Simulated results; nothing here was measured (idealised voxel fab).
process module | voxel self aligned contacts
cross-section cut | 175 nm wide | cells 5 nm
A cross-section is a grid of square cells, given in bands from the top down. A band is one or more rows of cells.
Each band's line starts with the height of the band's top and of its bottom, in nm. Then come its materials from left to right, each with its width in nm. One material with "throughout" fills the band from edge to edge. "air" is empty space.
Height 0 is the level under which the wafer as received is all one material. The lowest band goes on downwards, as in "0 down".
A width such as "30 to 40" changes by the same amount from each row of cells to the next, from the band's top row to its bottom row.
"no change" after a step means that no cell of the cross-section changed.
closed voids: empty space of 8 cells or more with no open way to the top, each as width x height at its distance from the left edge, in nm
after a step's settings: what the simulator itself notes on the step
overlay nm, on a step with a mask: how far to the right of its planned place the mask lay; to the left if negative
plan
1 op RECEIVE | material Si
2 op CONFORMAL_DEP | material SiO2 | thk nm 5
3 op DIRECTIONAL_DEP | material polySi | thk nm 20
4 op DIRECTIONAL_DEP | material SiN | thk nm 20
5 op MASKED_ETCH | tone cover | mask id GATE | width nm 35 | pitch nm 65 | etch materials SiN | depth nm 20 | overlay nm 0
6 op MASKED_ETCH | tone cover | mask id GATE | width nm 35 | pitch nm 65 | etch materials polySi | depth nm 20 | overlay nm 0
7 op CONFORMAL_DEP | material SiN | thk nm 5
8 op DIRECTIONAL_ETCH | etch materials SiN | depth nm 5
9 op FILL_DEP | material SiO2 | thk nm 10
10 op CMP | height nm 50
11 op PATTERN | tone open | mask id CONTACT | material resist | width nm 40 | thk nm 20 | overlay nm 0
12 op DIRECTIONAL_ETCH | etch materials SiO2 | depth nm 50
13 op STRIP | etch materials resist
14 op CONFORMAL_DEP | material TiN | thk nm 5
15 op FILL_DEP | material W | thk nm 10
16 op CMP | height nm 50
17 op CONFORMAL_DEP | material SiN | thk nm 5
varied across the wafers: thk nm of step 17. The plan shows the first wafer's value. All wafers start alike
first wafer as received, after step 1
  0 down: Si throughout
  closed voids: none
first wafer at the end, after step 17
  55 to 50: SiN throughout
  50 to 45: SiO2 65 | TiN 15 | W 10 | TiN 15 | SiO2 70
  45 to 25: SiO2 30 | SiN 45 | TiN 5 | W 10 | TiN 5 | SiN 45 | SiO2 35
  25 to 5: SiO2 30 | SiN 5 | polySi 35 | SiN 5 | TiN 5 | W 10 | TiN 5 | SiN 5 | polySi 35 | SiN 5 | SiO2 35
  5 to 0: SiO2 75 | TiN 20 | SiO2 80
  0 down: Si throughout
  closed voids: none
last wafer at the end
  70 to 50: SiN throughout
  50 to 45: SiO2 65 | TiN 15 | W 10 | TiN 15 | SiO2 70
  45 to 25: SiO2 30 | SiN 45 | TiN 5 | W 10 | TiN 5 | SiN 45 | SiO2 35
  25 to 5: SiO2 30 | SiN 5 | polySi 35 | SiN 5 | TiN 5 | W 10 | TiN 5 | SiN 5 | polySi 35 | SiN 5 | SiO2 35
  5 to 0: SiO2 75 | TiN 20 | SiO2 80
  0 down: Si throughout
  closed voids: none
each wafer at the end: cells of each material gained (+) or lost (-) since it was received, then its closed voids
thk nm 5 | +123 SiN | +162 SiO2 | +26 TiN | +18 W | +56 polySi | closed voids: none
thk nm 10 | +158 SiN | +162 SiO2 | +26 TiN | +18 W | +56 polySi | closed voids: none
thk nm 15 | +193 SiN | +162 SiO2 | +26 TiN | +18 W | +56 polySi | closed voids: none
thk nm 20 | +228 SiN | +162 SiO2 | +26 TiN | +18 W | +56 polySi | closed voids: none
